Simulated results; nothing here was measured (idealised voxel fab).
You're looking at the process module voxel transistor to metal.
We display cut, a cross-section 185 nm in width whose square cells are each 5 nm.
Think of the cross-section as a grid of square cells. We describe it in bands, top to bottom, and each band covers one or more rows of those cells.
Top, bottom (nm), then materials left to right with widths (nm); lone material tagged "throughout" fills the whole band edge to edge; "empty" = empty space.
All heights in this document are referenced to 0, defined as the level beneath which the wafer, as received, consists entirely of one material. The lowest band is not bounded below; it extends indefinitely downward and is written in the form "0 down".
Read "30 to 40" as a graded width: first number on top, second number at the bottom, same change between each pair of neighbouring rows.
It should be understood that the words "all unchanged", when stated for a given step, signify that the cross-section underwent no change in any of its cells during that step.
Listed in "Non-vented voids": every empty space of 8 or more cells without an open way to the top. Form: width x height at distance, the distance being from the left edge, all in nm.
Step line, after settings: the simulator's comment on this step.
The "overlay nm" setting may appear on a step's line; for a step that uses a mask, it gives how far to the right of its planned position the mask lay, and a negative value indicates the left.
How should the pairs below be read? Each gives the cross-section before one process step and the cross-section after it, the latter drawn only to the lowest band that changed; the step that lies between them, with its settings, appears under the pair. Does a pair pick up where the pair above left off? Only where its entry headed "Pre-process" says so, since pairs can come from different runs of this module on the same starting wafer.
# Pre-process
	110 to 90 | 45 of SiO2 | 20 of empty | 55 of SiO2 | 20 of empty | 45 of SiO2
	90 to 75 | 45 of SiO2 | 15 of empty | 60 of SiO2 | 15 of empty | 50 of SiO2
	75 to 70 | 45 of SiCN | 15 of empty | 60 of SiCN | 15 of empty | 50 of SiCN
	70 to 55 | 40 of lowk | 5 of SiN | 20 of W | 5 of SiN | 45 of lowk | 5 of SiN | 20 of W | 5 of SiN | 40 of lowk
	55 to 50 | 45 of SiN | 20 of TiN | 55 of SiN | 20 of TiN | 45 of SiN
	50 to 35 | 45 of SiO2 | 5 of TiN | 10 of Ru | 5 of TiN | 55 of SiO2 | 5 of TiN | 10 of Ru | 5 of TiN | 45 of SiO2
	35 to 25 | 45 of SiO2 | 5 of TiN | 10 of Ru | 5 of TiN | 5 of SiO2 | 5 of SiN | 5 of SiO2 | 25 of SiCN | 5 of SiO2 | 5 of SiN | 5 of SiO2 | 5 of TiN | 10 of Ru | 5 of TiN | 45 of SiO2
	25 to 5 | 45 of SiO2 | 5 of TiN | 10 of Ru | 5 of TiN | 5 of SiO2 | 5 of SiN | 5 of SiO2 | 25 of polySi | 5 of SiO2 | 5 of SiN | 5 of SiO2 | 5 of TiN | 10 of Ru | 5 of TiN | 45 of SiO2
	5 to 0 | 45 of SiO2 | 5 of TiN | 5 of Ru | 10 of TiN | 5 of SiO2 | 5 of SiN | 5 of SiO2 | 25 of polySi | 5 of SiO2 | 5 of SiN | 5 of SiO2 | 10 of TiN | 5 of Ru | 5 of TiN | 45 of SiO2
	0 to -5 | 40 of SiO2 | 5 of SiN | 5 of TiN | 5 of Ru | 5 of TiN | 10 of nSi | 5 of SiN | 5 of SiO2 | 25 of polySi | 5 of SiO2 | 5 of SiN | 10 of nSi | 5 of TiN | 5 of Ru | 5 of TiN | 5 of SiN | 40 of SiO2
	-5 to -10 | 45 of SiO2 | 15 of TiN | 10 of nSi | 45 of SiO2 | 10 of nSi | 15 of TiN | 45 of SiO2
	-10 to -20 | 45 of SiO2 | 25 of nSi | 45 of Si | 25 of nSi | 45 of SiO2
	-20 to -45 | 45 of SiO2 | 95 of Si | 45 of SiO2
	-45 down | Si throughout
	Non-vented voids: none
# Post-Process View
	115 to 110 | 50 of TiN | 10 of empty | 65 of TiN | 10 of empty | 50 of TiN
	110 to 95 | 45 of SiO2 | 5 of TiN | 10 of empty | 5 of TiN | 55 of SiO2 | 5 of TiN | 10 of empty | 5 of TiN | 45 of SiO2
	95 to 90 | 45 of SiO2 | 5 of TiN | 5 of empty | 10 of TiN | 55 of SiO2 | 5 of TiN | 5 of empty | 10 of TiN | 45 of SiO2
	90 to 75 | 45 of SiO2 | 5 of TiN | 5 of empty | 5 of TiN | 60 of SiO2 | 5 of TiN | 5 of empty | 5 of TiN | 50 of SiO2
	75 to 70 | 45 of SiCN | 15 of TiN | 60 of SiCN | 15 of TiN | 50 of SiCN
	Beneath the level 70, the cross-section is identical to its previous state.
	Non-vented voids: none
Relating the two cross-sections above, the step in between is CONFORMAL_DEP (material TiN; thk nm 5)
Pre-process: The pre-step condition corresponds to the post-step cross-section depicted in the pair directly above.
# Post-Process View
	120 to 115 | Ru throughout
	115 to 110 | 50 of TiN | 10 of Ru | 65 of TiN | 10 of Ru | 50 of TiN
	110 to 95 | 45 of SiO2 | 5 of TiN | 10 of Ru | 5 of TiN | 55 of SiO2 | 5 of TiN | 10 of Ru | 5 of TiN | 45 of SiO2
	95 to 90 | 45 of SiO2 | 5 of TiN | 5 of Ru | 10 of TiN | 55 of SiO2 | 5 of TiN | 5 of Ru | 10 of TiN | 45 of SiO2
	90 to 75 | 45 of SiO2 | 5 of TiN | 5 of Ru | 5 of TiN | 60 of SiO2 | 5 of TiN | 5 of Ru | 5 of TiN | 50 of SiO2
	Beneath the level 75, the cross-section is identical to its previous state.
	Non-vented voids: none
Relating the two cross-sections above, the step in between is FILL_DEP (material Ru; thk nm 5)
Pre-process: The pre-step condition corresponds to the post-step cross-section depicted in the pair directly above.
# Post-Process View
	110 to 95 | 45 of SiO2 | 5 of TiN | 10 of Ru | 5 of TiN | 55 of SiO2 | 5 of TiN | 10 of Ru | 5 of TiN | 45 of SiO2
	Beneath the level 95, the cross-section is identical to its previous state.
	Non-vented voids: none
Relating the two cross-sections above, the step in between is CMP (height nm 110)
Pre-process: The pre-step condition corresponds to the post-step cross-section depicted in the pair directly above.
# Post-Process View
	115 to 110 | SiN throughout
	Beneath the level 110, the cross-section is identical to its previous state.
	Non-vented voids: none
Relating the two cross-sections above, the step in between is CONFORMAL_DEP (material SiN; thk nm 5)
# Pre-process
	35 to 25 | 80 of empty | 25 of SiCN | 80 of empty
	25 to 0 | 80 of empty | 25 of polySi | 80 of empty
	0 to -5 | 35 of SiO2 | 45 of empty | 25 of polySi | 45 of empty | 35 of SiO2
	-5 to -10 | SiO2 throughout
	-10 to -45 | 45 of SiO2 | 95 of Si | 45 of SiO2
	-45 down | Si throughout
	Non-vented voids: none
# Post-Process View
	35 to 25 | 80 of empty | 25 of SiCN | 80 of empty
	25 to -5 | 80 of empty | 25 of polySi | 80 of empty
	-5 to -10 | 35 of SiO2 | 45 of empty | 25 of SiO2 | 45 of empty | 35 of SiO2
	Beneath the level -10, the cross-section is identical to its previous state.
	Non-vented voids: none
Relating the two cross-sections above, the step in between is DIRECTIONAL_ETCH (etch materials SiO2; depth nm 5)
Pre-process: The pre-step condition corresponds to the post-step cross-section depicted in the pair directly above.
# Post-Process View
	40 to 35 | 75 of empty | 35 of SiN | 75 of empty
	35 to 25 | 75 of empty | 5 of SiN | 25 of SiCN | 5 of SiN | 75 of empty
	25 to 0 | 75 of empty | 5 of SiN | 25 of polySi | 5 of SiN | 75 of empty
	0 to -5 | 40 of SiN | 35 of empty | 5 of SiN | 25 of polySi | 5 of SiN | 35 of empty | 40 of SiN
	-5 to -10 | 35 of SiO2 | 45 of SiN | 25 of SiO2 | 45 of SiN | 35 of SiO2
	Beneath the level -10, the cross-section is identical to its previous state.
	Non-vented voids: none
Relating the two cross-sections above, the step in between is CONFORMAL_DEP (material SiN; thk nm 5)
Pre-process: The pre-step condition corresponds to the post-step cross-section depicted in the pair directly above.
# Post-Process View
	35 to 25 | 75 of empty | 5 of SiN | 25 of SiCN | 5 of SiN | 75 of empty
	25 to -5 | 75 of empty | 5 of SiN | 25 of polySi | 5 of SiN | 75 of empty
	-5 to -10 | 35 of SiO2 | 5 of SiN | 35 of empty | 5 of SiN | 25 of SiO2 | 5 of SiN | 35 of empty | 5 of SiN | 35 of SiO2
	Beneath the level -10, the cross-section is identical to its previous state.
	Non-vented voids: none
Relating the two cross-sections above, the step in between is DIRECTIONAL_ETCH (etch materials SiN; depth nm 5)
Pre-process: The pre-step condition corresponds to the post-step cross-section depicted in the pair directly above.
# Post-Process View
	35 to 25 | 75 of empty | 5 of SiN | 25 of SiCN | 5 of SiN | 75 of empty
	25 to -5 | 75 of empty | 5 of SiN | 25 of polySi | 5 of SiN | 75 of empty
	-5 to -10 | 35 of empty | 5 of SiN | 35 of empty | 5 of SiN | 25 of SiO2 | 5 of SiN | 35 of empty | 5 of SiN | 35 of empty
	-10 to -15 | 40 of SiO2 | 5 of empty | 95 of Si | 5 of empty | 40 of SiO2
	Beneath the level -15, the cross-section is identical to its previous state.
	Non-vented voids: none
Relating the two cross-sections above, the step in between is DIRECTIONAL_ETCH (etch materials SiO2; depth nm 5)
Pre-process: The pre-step condition corresponds to the post-step cross-section depicted in the pair directly above.
# Post-Process View
	35 to 25 | 75 of empty | 5 of SiN | 25 of SiCN | 5 of SiN | 75 of empty
	25 to -5 | 75 of empty | 5 of SiN | 25 of polySi | 5 of SiN | 75 of empty
	-5 to -10 | 35 of empty | 5 of SiN | 35 of empty | 5 of SiN | 25 of SiO2 | 5 of SiN | 35 of empty | 5 of SiN | 35 of empty
	-10 to -20 | 40 to 45 of SiO2 | 35 to 30 of empty | 35 of Si | 35 to 30 of empty | 40 to 45 of SiO2
	Beneath the level -20, the cross-section is identical to its previous state.
	Non-vented voids: none
Relating the two cross-sections above, the step in between is DIRECTIONAL_ETCH (etch materials Si; depth nm 10)
Pre-process: The pre-step condition corresponds to the post-step cross-section depicted in the pair directly above.
# Post-Process View
	35 to 25 | 75 of empty | 5 of SiN | 25 of SiCN | 5 of SiN | 75 of empty
	25 to 0 | 75 of empty | 5 of SiN | 25 of polySi | 5 of SiN | 75 of empty
	0 to -5 | 65 of empty | 10 of nSi | 5 of SiN | 25 of polySi | 5 of SiN | 10 of nSi | 65 of empty
	-5 to -10 | 35 of empty | 5 of SiN | 25 of empty | 10 of nSi | 5 of SiN | 25 of SiO2 | 5 of SiN | 10 of nSi | 25 of empty | 5 of SiN | 35 of empty
	-10 to -20 | 40 to 45 of SiO2 | 35 to 30 of nSi | 35 of Si | 35 to 30 of nSi | 40 to 45 of SiO2
	Beneath the level -20, the cross-section is identical to its previous state.
	Non-vented voids: none
Relating the two cross-sections above, the step in between is EPI (material nSi; thk nm 10)
Pre-process: The pre-step condition corresponds to the post-step cross-section depicted in the pair directly above.
# Post-Process View
	45 to 35 | SiO2 throughout
	35 to 25 | 75 of SiO2 | 5 of SiN | 25 of SiCN | 5 of SiN | 75 of SiO2
	25 to 0 | 75 of SiO2 | 5 of SiN | 25 of polySi | 5 of SiN | 75 of SiO2
	0 to -5 | 65 of SiO2 | 10 of nSi | 5 of SiN | 25 of polySi | 5 of SiN | 10 of nSi | 65 of SiO2
	-5 to -10 | 35 of SiO2 | 5 of SiN | 25 of SiO2 | 10 of nSi | 5 of SiN | 25 of SiO2 | 5 of SiN | 10 of nSi | 25 of SiO2 | 5 of SiN | 35 of SiO2
	Beneath the level -10, the cross-section is identical to its previous state.
	Non-vented voids: none
Relating the two cross-sections above, the step in between is FILL_DEP (material SiO2; thk nm 10)
Pre-process: The pre-step condition corresponds to the post-step cross-section depicted in the pair directly above.
# Post-Process View
	35 to 25 | 75 of SiO2 | 5 of SiN | 25 of SiCN | 5 of SiN | 75 of SiO2
	Beneath the level 25, the cross-section is identical to its previous state.
	Non-vented voids: none
Relating the two cross-sections above, the step in between is CMP (height nm 35)
Pre-process: The pre-step condition corresponds to the post-step cross-section depicted in the pair directly above.
# Post-Process View
	50 to 35 | SiO2 throughout
	Beneath the level 35, the cross-section is identical to its previous state.
	Non-vented voids: none
Relating the two cross-sections above, the step in between is DIRECTIONAL_DEP (material SiO2; thk nm 15)
Pre-process: The pre-step condition corresponds to the post-step cross-section depicted in the pair directly above.
# Post-Process View
	65 to 50 | 45 of resist | 20 of empty | 55 of resist | 20 of empty | 45 of resist
	Beneath the level 50, the cross-section is identical to its previous state.
	Non-vented voids: none
Relating the two cross-sections above, the step in between is PATTERN (tone open; mask id CONTACT; material resist; width nm 20; pitch nm 75; thk nm 15; overlay nm 0)
Pre-process: The pre-step condition corresponds to the post-step cross-section depicted in the pair directly above.
# Post-Process View
	65 to 50 | 45 of resist | 20 of empty | 55 of resist | 20 of empty | 45 of resist
	50 to 35 | 45 of SiO2 | 20 of empty | 55 of SiO2 | 20 of empty | 45 of SiO2
	35 to 25 | 45 of SiO2 | 20 of empty | 10 of SiO2 | 5 of SiN | 25 of SiCN | 5 of SiN | 10 of SiO2 | 20 of empty | 45 of SiO2
	25 to 0 | 45 of SiO2 | 20 of empty | 10 of SiO2 | 5 of SiN | 25 of polySi | 5 of SiN | 10 of SiO2 | 20 of empty | 45 of SiO2
	0 to -5 | 45 of SiO2 | 20 of empty | 10 of nSi | 5 of SiN | 25 of polySi | 5 of SiN | 10 of nSi | 20 of empty | 45 of SiO2
	-5 to -10 | 35 of SiO2 | 5 of SiN | 5 of SiO2 | 20 of empty | 10 of nSi | 5 of SiN | 25 of SiO2 | 5 of SiN | 10 of nSi | 20 of empty | 5 of SiO2 | 5 of SiN | 35 of SiO2
	Beneath the level -10, the cross-section is identical to its previous state.
	Non-vented voids: none
Relating the two cross-sections above, the step in between is DIRECTIONAL_ETCH (etch materials SiO2; depth nm 60)
Pre-process: The pre-step condition corresponds to the post-step cross-section depicted in the pair directly above.
# Post-Process View
	50 to 35 | 45 of SiO2 | 20 of empty | 55 of SiO2 | 20 of empty | 45 of SiO2
	Beneath the level 35, the cross-section is identical to its previous state.
	Non-vented voids: none
Relating the two cross-sections above, the step in between is STRIP (etch materials resist)
Pre-process: The pre-step condition corresponds to the post-step cross-section depicted in the pair directly above.
# Post-Process View
	55 to 50 | 50 of TiN | 10 of empty | 65 of TiN | 10 of empty | 50 of TiN
	50 to 35 | 45 of SiO2 | 5 of TiN | 10 of empty | 5 of TiN | 55 of SiO2 | 5 of TiN | 10 of empty | 5 of TiN | 45 of SiO2
	35 to 25 | 45 of SiO2 | 5 of TiN | 10 of empty | 5 of TiN | 10 of SiO2 | 5 of SiN | 25 of SiCN | 5 of SiN | 10 of SiO2 | 5 of TiN | 10 of empty | 5 of TiN | 45 of SiO2
	25 to 0 | 45 of SiO2 | 5 of TiN | 10 of empty | 5 of TiN | 10 of SiO2 | 5 of SiN | 25 of polySi | 5 of SiN | 10 of SiO2 | 5 of TiN | 10 of empty | 5 of TiN | 45 of SiO2
	0 to -5 | 45 of SiO2 | 5 of TiN | 10 of empty | 5 of TiN | 10 of nSi | 5 of SiN | 25 of polySi | 5 of SiN | 10 of nSi | 5 of TiN | 10 of empty | 5 of TiN | 45 of SiO2
	-5 to -10 | 35 of SiO2 | 5 of SiN | 5 of SiO2 | 20 of TiN | 10 of nSi | 5 of SiN | 25 of SiO2 | 5 of SiN | 10 of nSi | 20 of TiN | 5 of SiO2 | 5 of SiN | 35 of SiO2
	Beneath the level -10, the cross-section is identical to its previous state.
	Non-vented voids: none
Relating the two cross-sections above, the step in between is CONFORMAL_DEP (material TiN; thk nm 5)
Pre-process: The pre-step condition corresponds to the post-step cross-section depicted in the pair directly above.
# Post-Process View
	60 to 55 | Ru throughout
	55 to 50 | 50 of TiN | 10 of Ru | 65 of TiN | 10 of Ru | 50 of TiN
	50 to 35 | 45 of SiO2 | 5 of TiN | 10 of Ru | 5 of TiN | 55 of SiO2 | 5 of TiN | 10 of Ru | 5 of TiN | 45 of SiO2
	35 to 25 | 45 of SiO2 | 5 of TiN | 10 of Ru | 5 of TiN | 10 of SiO2 | 5 of SiN | 25 of SiCN | 5 of SiN | 10 of SiO2 | 5 of TiN | 10 of Ru | 5 of TiN | 45 of SiO2
	25 to 0 | 45 of SiO2 | 5 of TiN | 10 of Ru | 5 of TiN | 10 of SiO2 | 5 of SiN | 25 of polySi | 5 of SiN | 10 of SiO2 | 5 of TiN | 10 of Ru | 5 of TiN | 45 of SiO2
	0 to -5 | 45 of SiO2 | 5 of TiN | 10 of Ru | 5 of TiN | 10 of nSi | 5 of SiN | 25 of polySi | 5 of SiN | 10 of nSi | 5 of TiN | 10 of Ru | 5 of TiN | 45 of SiO2
	Beneath the level -5, the cross-section is identical to its previous state.
	Non-vented voids: none
Relating the two cross-sections above, the step in between is FILL_DEP (material Ru; thk nm 5)
Pre-process: The pre-step condition corresponds to the post-step cross-section depicted in the pair directly above.
# Post-Process View
	50 to 35 | 45 of SiO2 | 5 of TiN | 10 of Ru | 5 of TiN | 55 of SiO2 | 5 of TiN | 10 of Ru | 5 of TiN | 45 of SiO2
	Beneath the level 35, the cross-section is identical to its previous state.
	Non-vented voids: none
Relating the two cross-sections above, the step in between is CMP (height nm 50)
Pre-process: The pre-step condition corresponds to the post-step cross-section depicted in the pair directly above.
# Post-Process View
	55 to 50 | TiN throughout
	Beneath the level 50, the cross-section is identical to its previous state.
	Non-vented voids: none
Relating the two cross-sections above, the step in between is DIRECTIONAL_DEP (material TiN; thk nm 5)
Pre-process: The pre-step condition corresponds to the post-step cross-section depicted in the pair directly above.
# Post-Process View
	70 to 55 | W throughout
	Beneath the level 55, the cross-section is identical to its previous state.
	Non-vented voids: none
Relating the two cross-sections above, the step in between is DIRECTIONAL_DEP (material W; thk nm 15)
Pre-process: The pre-step condition corresponds to the post-step cross-section depicted in the pair directly above.
# Post-Process View
	85 to 70 | aC throughout
	Beneath the level 70, the cross-section is identical to its previous state.
	Non-vented voids: none
Relating the two cross-sections above, the step in between is DIRECTIONAL_DEP (material aC; thk nm 15)
Pre-process: The pre-step condition corresponds to the post-step cross-section depicted in the pair directly above.
# Post-Process View
	120 to 85 | 45 of empty | 20 of resist | 55 of empty | 20 of resist | 45 of empty
	Beneath the level 85, the cross-section is identical to its previous state.
	Non-vented voids: none
Relating the two cross-sections above, the step in between is PATTERN (tone cover; mask id METAL_1; material resist; width nm 20; pitch nm 75; thk nm 35; overlay nm 0)
Pre-process: The pre-step condition corresponds to the post-step cross-section depicted in the pair directly above.
# Post-Process View
	105 to 85 | 45 of empty | 20 of resist | 55 of empty | 20 of resist | 45 of empty
	85 to 70 | 45 of empty | 20 of aC | 55 of empty | 20 of aC | 45 of empty
	Beneath the level 70, the cross-section is identical to its previous state.
	Non-vented voids: none
Relating the two cross-sections above, the step in between is DIRECTIONAL_ETCH (etch materials aC; depth nm 15)
Pre-process: The pre-step condition corresponds to the post-step cross-section depicted in the pair directly above.
# Post-Process View
	85 to 70 | 45 of empty | 20 of aC | 55 of empty | 20 of aC | 45 of empty
	Beneath the level 70, the cross-section is identical to its previous state.
	Non-vented voids: none
Relating the two cross-sections above, the step in between is STRIP (etch materials resist)
Pre-process: The pre-step condition corresponds to the post-step cross-section depicted in the pair directly above.
# Post-Process View
	85 to 70 | 45 of empty | 20 of aC | 55 of empty | 20 of aC | 45 of empty
	70 to 55 | 45 of empty | 20 of W | 55 of empty | 20 of W | 45 of empty
	Beneath the level 55, the cross-section is identical to its previous state.
	Non-vented voids: none
Relating the two cross-sections above, the step in between is DIRECTIONAL_ETCH (etch materials W; depth nm 15)
Pre-process: The pre-step condition corresponds to the post-step cross-section depicted in the pair directly above.
# Post-Process View
	85 to 70 | 45 of empty | 20 of aC | 55 of empty | 20 of aC | 45 of empty
	70 to 55 | 45 of empty | 20 of W | 55 of empty | 20 of W | 45 of empty
	55 to 50 | 45 of empty | 20 of TiN | 55 of empty | 20 of TiN | 45 of empty
	Beneath the level 50, the cross-section is identical to its previous state.
	Non-vented voids: none
Relating the two cross-sections above, the step in between is DIRECTIONAL_ETCH (etch materials TiN; depth nm 5)
Pre-process: The pre-step condition corresponds to the post-step cross-section depicted in the pair directly above.
# Post-Process View
	70 to 55 | 45 of empty | 20 of W | 55 of empty | 20 of W | 45 of empty
	Beneath the level 55, the cross-section is identical to its previous state.
	Non-vented voids: none
Relating the two cross-sections above, the step in between is STRIP (etch materials aC)
Pre-process: The pre-step condition corresponds to the post-step cross-section depicted in the pair directly above.
# Post-Process View
	75 to 70 | 40 of empty | 30 of SiN | 45 of empty | 30 of SiN | 40 of empty
	70 to 55 | 40 of empty | 5 of SiN | 20 of W | 5 of SiN | 45 of empty | 5 of SiN | 20 of W | 5 of SiN | 40 of empty
	55 to 50 | 45 of SiN | 20 of TiN | 55 of SiN | 20 of TiN | 45 of SiN
	Beneath the level 50, the cross-section is identical to its previous state.
	Non-vented voids: none
Relating the two cross-sections above, the step in between is CONFORMAL_DEP (material SiN; thk nm 5)
Pre-process: The pre-step condition corresponds to the post-step cross-section depicted in the pair directly above.
# Post-Process View
	85 to 75 | lowk throughout
	75 to 70 | 40 of lowk | 30 of SiN | 45 of lowk | 30 of SiN | 40 of lowk
	70 to 55 | 40 of lowk | 5 of SiN | 20 of W | 5 of SiN | 45 of lowk | 5 of SiN | 20 of W | 5 of SiN | 40 of lowk
	Beneath the level 55, the cross-section is identical to its previous state.
	Non-vented voids: none
Relating the two cross-sections above, the step in between is FILL_DEP (material lowk; thk nm 10)
Pre-process: The pre-step condition corresponds to the post-step cross-section depicted in the pair directly above.
# Post-Process View
	70 to 55 | 40 of lowk | 5 of SiN | 20 of W | 5 of SiN | 45 of lowk | 5 of SiN | 20 of W | 5 of SiN | 40 of lowk
	Beneath the level 55, the cross-section is identical to its previous state.
	Non-vented voids: none
Relating the two cross-sections above, the step in between is CMP (height nm 70)
Pre-process: The pre-step condition corresponds to the post-step cross-section depicted in the pair directly above.
# Post-Process View
	75 to 70 | SiCN throughout
	Beneath the level 70, the cross-section is identical to its previous state.
	Non-vented voids: none
Relating the two cross-sections above, the step in between is CONFORMAL_DEP (material SiCN; thk nm 5)
Pre-process: The pre-step condition corresponds to the post-step cross-section depicted in the pair directly above.
# Post-Process View
	110 to 75 | SiO2 throughout
	Beneath the level 75, the cross-section is identical to its previous state.
	Non-vented voids: none
Relating the two cross-sections above, the step in between is DIRECTIONAL_DEP (material SiO2; thk nm 35)
Pre-process: The pre-step condition corresponds to the post-step cross-section depicted in the pair directly above.
# Post-Process View
	110 to 90 | 45 of SiO2 | 20 of empty | 55 of SiO2 | 20 of empty | 45 of SiO2
	Beneath the level 90, the cross-section is identical to its previous state.
	Non-vented voids: none
Relating the two cross-sections above, the step in between is MASKED_ETCH (tone open; mask id METAL_2; width nm 20; pitch nm 75; etch materials SiO2; depth nm 20; overlay nm 0)
Pre-process: The pre-step condition corresponds to the post-step cross-section depicted in the pair directly above.
# Post-Process View
	110 to 90 | 45 of SiO2 | 20 of empty | 55 of SiO2 | 20 of empty | 45 of SiO2
	90 to 75 | 45 of SiO2 | 15 of empty | 60 of SiO2 | 15 of empty | 50 of SiO2
	Beneath the level 75, the cross-section is identical to its previous state.
	Non-vented voids: none
Relating the two cross-sections above, the step in between is MASKED_ETCH (tone open; mask id METAL_2_HOLES; width nm 15; pitch nm 75; etch materials SiO2; depth nm 15; overlay nm 0)
Pre-process: The pre-step condition corresponds to the post-step cross-section depicted in the pair directly above.
# Post-Process View
	110 to 90 | 45 of SiO2 | 20 of empty | 55 of SiO2 | 20 of empty | 45 of SiO2
	90 to 75 | 45 of SiO2 | 15 of empty | 60 of SiO2 | 15 of empty | 50 of SiO2
	75 to 70 | 45 of SiCN | 15 of empty | 60 of SiCN | 15 of empty | 50 of SiCN
	Beneath the level 70, the cross-section is identical to its previous state.
	Non-vented voids: none
Relating the two cross-sections above, the step in between is MASKED_ETCH (tone open; mask id METAL_2_HOLES; width nm 15; pitch nm 75; etch materials SiCN; depth nm 5; overlay nm 0)
Pre-process: The pre-step condition corresponds to the post-step cross-section depicted in the pair directly above.
# Post-Process View
	115 to 110 | 50 of TiN | 10 of empty | 65 of TiN | 10 of empty | 50 of TiN
	110 to 95 | 45 of SiO2 | 5 of TiN | 10 of empty | 5 of TiN | 55 of SiO2 | 5 of TiN | 10 of empty | 5 of TiN | 45 of SiO2
	95 to 90 | 45 of SiO2 | 5 of TiN | 5 of empty | 10 of TiN | 55 of SiO2 | 5 of TiN | 5 of empty | 10 of TiN | 45 of SiO2
	90 to 75 | 45 of SiO2 | 5 of TiN | 5 of empty | 5 of TiN | 60 of SiO2 | 5 of TiN | 5 of empty | 5 of TiN | 50 of SiO2
	75 to 70 | 45 of SiCN | 15 of TiN | 60 of SiCN | 15 of TiN | 50 of SiCN
	Beneath the level 70, the cross-section is identical to its previous state.
	Non-vented voids: none
Relating the two cross-sections above, the step in between is CONFORMAL_DEP (material TiN; thk nm 5)
Pre-process: The pre-step condition corresponds to the post-step cross-section depicted in the pair directly above.
# Post-Process View
	120 to 115 | Ru throughout
	115 to 110 | 50 of TiN | 10 of Ru | 65 of TiN | 10 of Ru | 50 of TiN
	110 to 95 | 45 of SiO2 | 5 of TiN | 10 of Ru | 5 of TiN | 55 of SiO2 | 5 of TiN | 10 of Ru | 5 of TiN | 45 of SiO2
	95 to 90 | 45 of SiO2 | 5 of TiN | 5 of Ru | 10 of TiN | 55 of SiO2 | 5 of TiN | 5 of Ru | 10 of TiN | 45 of SiO2
	90 to 75 | 45 of SiO2 | 5 of TiN | 5 of Ru | 5 of TiN | 60 of SiO2 | 5 of TiN | 5 of Ru | 5 of TiN | 50 of SiO2
	Beneath the level 75, the cross-section is identical to its previous state.
	Non-vented voids: none
Relating the two cross-sections above, the step in between is FILL_DEP (material Ru; thk nm 5)
Pre-process: The pre-step condition corresponds to the post-step cross-section depicted in the pair directly above.
# Post-Process View
	110 to 95 | 45 of SiO2 | 5 of TiN | 10 of Ru | 5 of TiN | 55 of SiO2 | 5 of TiN | 10 of Ru | 5 of TiN | 45 of SiO2
	Beneath the level 95, the cross-section is identical to its previous state.
	Non-vented voids: none
Relating the two cross-sections above, the step in between is CMP (height nm 110)
Pre-process: The pre-step condition corresponds to the post-step cross-section depicted in the pair directly above.
# Post-Process View
	115 to 110 | SiN throughout
	Beneath the level 110, the cross-section is identical to its previous state.
	Non-vented voids: none
Relating the two cross-sections above, the step in between is CONFORMAL_DEP (material SiN; thk nm 5)
# Pre-process
	20 to 10 | 40 of empty | 105 of aC | 40 of empty
	10 to 0 | 40 of empty | 105 of SiN | 40 of empty
	0 to -5 | 40 of empty | 105 of SiO2 | 40 of empty
	-5 to -40 | 40 of empty | 105 of Si | 40 of empty
	-40 down | Si throughout
	Non-vented voids: none
# Post-Process View
	20 to 10 | 40 of empty | 105 of aC | 40 of empty
	10 to 0 | 40 of empty | 105 of SiN | 40 of empty
	0 to -5 | 40 of empty | 105 of SiO2 | 40 of empty
	-5 to -75 | 40 of empty | 105 of Si | 40 of empty
	Beneath the level -75, the cross-section is identical to its previous state.
	Non-vented voids: none
Relating the two cross-sections above, the step in between is DIRECTIONAL_ETCH (etch materials Si; depth nm 35)
Pre-process: The pre-step condition corresponds to the post-step cross-section depicted in the pair directly above.
# Post-Process View
	10 to 0 | 40 of empty | 105 of SiN | 40 of empty
	Beneath the level 0, the cross-section is identical to its previous state.
	Non-vented voids: none
Relating the two cross-sections above, the step in between is STRIP (etch materials aC)
Pre-process: The pre-step condition corresponds to the post-step cross-section depicted in the pair directly above.
# Post-Process View
	10 to 0 | 40 of empty | 105 of SiN | 40 of empty
	0 to -5 | 40 of empty | 105 of SiO2 | 40 of empty
	-5 to -75 | 40 of empty | 5 of SiO2 | 95 of Si | 5 of SiO2 | 40 of empty
	-75 to -80 | 45 of SiO2 | 95 of Si | 45 of SiO2
	Beneath the level -80, the cross-section is identical to its previous state.
	Non-vented voids: none
Relating the two cross-sections above, the step in between is OXIDIZE (depth nm 5)
Pre-process: The pre-step condition corresponds to the post-step cross-section depicted in the pair directly above.
# Post-Process View
	15 to 10 | SiO2 throughout
	10 to 0 | 40 of SiO2 | 105 of SiN | 40 of SiO2
	0 to -5 | SiO2 throughout
	-5 to -80 | 45 of SiO2 | 95 of Si | 45 of SiO2
	Beneath the level -80, the cross-section is identical to its previous state.
	Non-vented voids: none
Relating the two cross-sections above, the step in between is FILL_DEP (material SiO2; thk nm 5)
Pre-process: The pre-step condition corresponds to the post-step cross-section depicted in the pair directly above.
# Post-Process View
	10 to 0 | 40 of SiO2 | 105 of SiN | 40 of SiO2
	Beneath the level 0, the cross-section is identical to its previous state.
	Non-vented voids: none
Relating the two cross-sections above, the step in between is CMP (height nm 10)
Pre-process: The pre-step condition corresponds to the post-step cross-section depicted in the pair directly above.
# Post-Process View
	10 to 5 | 40 of empty | 105 of SiN | 40 of empty
	Beneath the level 5, the cross-section is identical to its previous state.
	Non-vented voids: none
Relating the two cross-sections above, the step in between is SELECTIVE_ETCH (etch materials SiO2; depth nm 5)
Pre-process: The pre-step condition corresponds to the post-step cross-section depicted in the pair directly above.
# Post-Process View
	5 to 0 | 40 of SiO2 | 105 of empty | 40 of SiO2
	Beneath the level 0, the cross-section is identical to its previous state.
	Non-vented voids: none
Relating the two cross-sections above, the step in between is STRIP (etch materials SiN)
Pre-process: The pre-step condition corresponds to the post-step cross-section depicted in the pair directly above.
# Post-Process View
	0 to -5 | 35 of SiO2 | 115 of empty | 35 of SiO2
	Beneath the level -5, the cross-section is identical to its previous state.
	Non-vented voids: none
Relating the two cross-sections above, the step in between is SELECTIVE_ETCH (etch materials SiO2; depth nm 5)
Pre-process: The pre-step condition corresponds to the post-step cross-section depicted in the pair directly above.
# Post-Process View
	0 to -5 | 35 of SiO2 | 115 of empty | 35 of SiO2
	-5 to -10 | SiO2 throughout
	Beneath the level -10, the cross-section is identical to its previous state.
	Non-vented voids: none
Relating the two cross-sections above, the step in between is OXIDIZE (depth nm 5)
Pre-process: The pre-step condition corresponds to the post-step cross-section depicted in the pair directly above.
# Post-Process View
	30 to 25 | 35 of polySi | 115 of empty | 35 of polySi
	25 to 0 | polySi throughout
	0 to -5 | 35 of SiO2 | 115 of polySi | 35 of SiO2
	Beneath the level -5, the cross-section is identical to its previous state.
	Non-vented voids: none
Relating the two cross-sections above, the step in between is DIRECTIONAL_DEP (material polySi; thk nm 30)
Pre-process: The pre-step condition corresponds to the post-step cross-section depicted in the pair directly above.
# Post-Process View
	40 to 35 | 35 of SiCN | 115 of empty | 35 of SiCN
	35 to 30 | SiCN throughout
	30 to 25 | 35 of polySi | 115 of SiCN | 35 of polySi
	Beneath the level 25, the cross-section is identical to its previous state.
	Non-vented voids: none
Relating the two cross-sections above, the step in between is DIRECTIONAL_DEP (material SiCN; thk nm 10)
